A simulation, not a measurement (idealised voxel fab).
process module | voxel plated lines
cross-section cut | 230 nm wide | cells 5 nm
A cross-section is a grid of square cells, given in bands from the top down. A band is one or more rows of cells.
Each band's line starts with the height of the band's top and of its bottom, in nm. Then come its materials from left to right, each with its width in nm. One material with "throughout" fills the band from edge to edge. "air" is empty space.
Height 0 is the level under which the wafer as received is all one material. The lowest band goes on downwards, as in "0 down".
A width such as "30 to 40" changes by the same amount from each row of cells to the next, from the band's top row to its bottom row.
"no change" after a step means that no cell of the cross-section changed.
closed voids: empty space of 8 cells or more with no open way to the top, each as width x height at its distance from the left edge, in nm
after a step's settings: what the simulator itself notes on the step
overlay nm, on a step with a mask: how far to the right of its planned place the mask lay; to the left if negative
plan
1 op RECEIVE | material Si
2 op CONFORMAL_DEP | material SiN | thk nm 15
3 op DIRECTIONAL_DEP | material TiN | thk nm 5
4 op PATTERN | tone open | mask id LINES | material resist | width nm 15 | pitch nm 35 | thk nm 20 | overlay nm 0
5 op EPI | material Ru | thk nm 5
6 op STRIP | etch materials resist
7 op DIRECTIONAL_ETCH | etch materials TiN | depth nm 5
8 op CONFORMAL_DEP | material SiN | thk nm 10
as received, after step 1
  0 down: Si throughout
  closed voids: none
a wafer at the end: this start, this plan, one mistake
  25 to 20: air 55 | Ru 15 | air 20 | Ru 15 | air 20 | Ru 15 | air 20 | Ru 15 | air 55
  20 to 15: air 55 | TiN 15 | air 20 | TiN 15 | air 20 | TiN 15 | air 20 | TiN 15 | air 55
  15 to 0: SiN throughout
  0 down: Si throughout
  closed voids: none
what went wrong: step 8 was left out
